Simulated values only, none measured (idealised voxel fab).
Herein follows the process module entitled voxel transistor to metal.
The cross-section shown here is cut; it is 160 nm wide and divided into square cells measuring 5 nm on a side.
Each cross-section below is a grid of square cells, stated as bands in top-down order, with one or more rows of cells making up each band. Per band: top height and bottom height in nm, followed by the left-to-right materials and their widths in nm; "all across" marks a single material spanning edge to edge, "blank" marks empty space. Heights are expressed relative to 0, this being the level below which the as-received wafer comprises one material exclusively. The lowest band is unbounded in the downward direction and is denoted as in "0..down". The notation "30..40" denotes a width that varies across the rows of cells in the band, beginning at the first number in the top row, finishing at the second number in the bottom row, and changing by an identical amount from each row to the next. What does "changes: none" mean for a step? It means no cell of the cross-section changed in that step. Reported under the label "Sealed voids" are the empty spaces having no open way to the top and comprising 8 cells or more; the notation for each is width x height at distance, in which the distance is measured from the left edge and all three values are in nm. Whatever follows a step's settings on its line is a remark the simulator itself makes about that step. Steps that use a mask can have "overlay nm" on their line. It says how far the mask sat to the right of where it was meant to be. Negative means to the left.
The steps planned for the process are as follows
step 1: op RECEIVE | material Si
step 2: op CONFORMAL_DEP | material SiO2 | thk nm 5
step 3: op CONFORMAL_DEP | material SiN | thk nm 10
step 4: op MASKED_ETCH | tone cover | mask id ACTIVE | width nm 100 | etch materials SiN | depth nm 10 | overlay nm 0
step 5: op MASKED_ETCH | tone cover | mask id ACTIVE | width nm 100 | etch materials SiO2 | depth nm 5 | overlay nm 0
step 6: op MASKED_ETCH | tone cover | mask id ACTIVE | width nm 100 | etch materials Si | depth nm 20 | overlay nm 0
step 7: op OXIDIZE | depth nm 5
step 8: op FILL_DEP | material SiO2 | thk nm 5
step 9: op CMP | height nm 15
step 10: op SELECTIVE_ETCH | etch materials SiO2 | depth nm 10
step 11: op STRIP | etch materials SiN
step 12: op SELECTIVE_ETCH | etch materials SiO2 | depth nm 5
step 13: op OXIDIZE | depth nm 5
step 14: op DIRECTIONAL_DEP | material polySi | thk nm 20
step 15: op DIRECTIONAL_DEP | material SiCN | thk nm 10
step 16: op DIRECTIONAL_DEP | material aC | thk nm 15
step 17: op PATTERN | tone cover | mask id GATE | material resist | width nm 30 | thk nm 30 | overlay nm 0
step 18: op DIRECTIONAL_ETCH | etch materials aC | depth nm 15
step 19: op STRIP | etch materials resist
step 20: op DIRECTIONAL_ETCH | etch materials SiCN | depth nm 20
step 21: op DIRECTIONAL_ETCH | etch materials polySi | depth nm 30
step 22: op STRIP | etch materials aC
step 23: op CONFORMAL_DEP | material SiO2 | thk nm 5
step 24: op DIRECTIONAL_ETCH | etch materials SiO2 | depth nm 5
step 25: op CONFORMAL_DEP | material SiN | thk nm 10
step 26: op DIRECTIONAL_ETCH | etch materials SiN | depth nm 10
step 27: op DIRECTIONAL_ETCH | etch materials SiO2 | depth nm 5
step 28: op DIRECTIONAL_ETCH | etch materials Si | depth nm 15
step 29: op EPI | material SiGe | thk nm 20
step 30: op FILL_DEP | material SiO2 | thk nm 5
step 31: op CMP | height nm 20
step 32: op STRIP | etch materials polySi
step 33: op SELECTIVE_ETCH | etch materials SiO2 | depth nm 5
step 34: op CONFORMAL_DEP | material HfO2 | thk nm 5
step 35: op CONFORMAL_DEP | material TiN | thk nm 5
step 36: op FILL_DEP | material W | thk nm 5
step 37: op CMP | height nm 15
step 38: op DIRECTIONAL_DEP | material SiO2 | thk nm 15
step 39: op MASKED_ETCH | tone open | mask id CONTACT | width nm 15 | pitch nm 75 | etch materials SiO2 | depth nm 15 | overlay nm 0
step 40: op CONFORMAL_DEP | material TiN | thk nm 5
step 41: op FILL_DEP | material Ru | thk nm 10
step 42: op CMP | height nm 30
step 43: op DIRECTIONAL_DEP | material TiN | thk nm 5
step 44: op DIRECTIONAL_DEP | material W | thk nm 15
step 45: op DIRECTIONAL_DEP | material aC | thk nm 15
step 46: op PATTERN | tone cover | mask id METAL_1 | material resist | width nm 15 | pitch nm 75 | thk nm 30 | overlay nm 0
step 47: op DIRECTIONAL_ETCH | etch materials aC | depth nm 15
step 48: op STRIP | etch materials resist
step 49: op DIRECTIONAL_ETCH | etch materials W | depth nm 15
step 50: op DIRECTIONAL_ETCH | etch materials TiN | depth nm 5
step 51: op STRIP | etch materials aC
step 52: op FILL_DEP | material lowk | thk nm 10
step 53: op CMP | height nm 50
step 54: op CONFORMAL_DEP | material SiN | thk nm 5
Cross-section: wafer on arrival = after step 1
    0..down | Si all across
    Sealed voids: none
First wafer of two, sectioned at end of module; run went per plan
    55..50 | SiN all across
    50..35 | lowk 35  W 15  lowk 60  W 15  lowk 35
    35..30 | lowk 35  TiN 15  lowk 60  TiN 15  lowk 35
    30..20 | SiO2 35  TiN 5  Ru 5  TiN 5  SiO2 60  TiN 5  Ru 5  TiN 5  SiO2 35
    20..15 | SiO2 35  TiN 15  SiO2 60  TiN 15  SiO2 35
    15..5 | SiO2 30  SiGe 20  SiN 10  HfO2 5  TiN 5  W 20  TiN 5  HfO2 5  SiN 10  SiGe 20  SiO2 30
    5..0 | SiO2 30  SiGe 20  SiN 10  HfO2 5  TiN 30  HfO2 5  SiN 10  SiGe 20  SiO2 30
    0..-5 | SiO2 30  SiGe 20  SiO2 10  HfO2 40  SiO2 10  SiGe 20  SiO2 30
    -5..-20 | SiO2 35  SiGe 15  Si 60  SiGe 15  SiO2 35
    -20..-25 | SiO2 35  Si 90  SiO2 35
    -25..down | Si all across
    Sealed voids: none
Cross-sectional view of the second of two wafers upon completion of the module. This wafer shared its starting condition and process plan with the first; one error was made during its execution
    55..50 | SiN all across
    50..35 | lowk 35  W 15  lowk 60  W 15  lowk 35
    35..30 | lowk 35  TiN 15  lowk 60  TiN 15  lowk 35
    30..20 | SiO2 35  TiN 5  Ru 5  TiN 5  SiO2 60  TiN 5  Ru 5  TiN 5  SiO2 35
    20..15 | SiO2 35  TiN 15  SiO2 60  TiN 15  SiO2 35
    15..10 | SiO2 30  SiGe 20  SiN 10  SiO2 5  SiCN 30  SiO2 5  SiN 10  SiGe 20  SiO2 30
    10..0 | SiO2 30  SiGe 20  SiN 10  SiO2 5  polySi 30  SiO2 5  SiN 10  SiGe 20  SiO2 30
    0..-5 | SiO2 30  SiGe 20  SiO2 60  SiGe 20  SiO2 30
    -5..-20 | SiO2 35  SiGe 15  Si 60  SiGe 15  SiO2 35
    -20..-25 | SiO2 35  Si 90  SiO2 35
    -25..down | Si all across
    Sealed voids: none
What went wrong in running the wafer? it should be noted that step 14 was executed with settings other than those planned, the operation and settings actually applied being op DIRECTIONAL_DEP | material polySi | thk nm 10
Bottom line after processing is that, in cells, the second wafer is up or down on some materials versus the first: -14 HfO2, +6 SiCN, +14 SiO2, -10 TiN, -8 W, +12 polySi
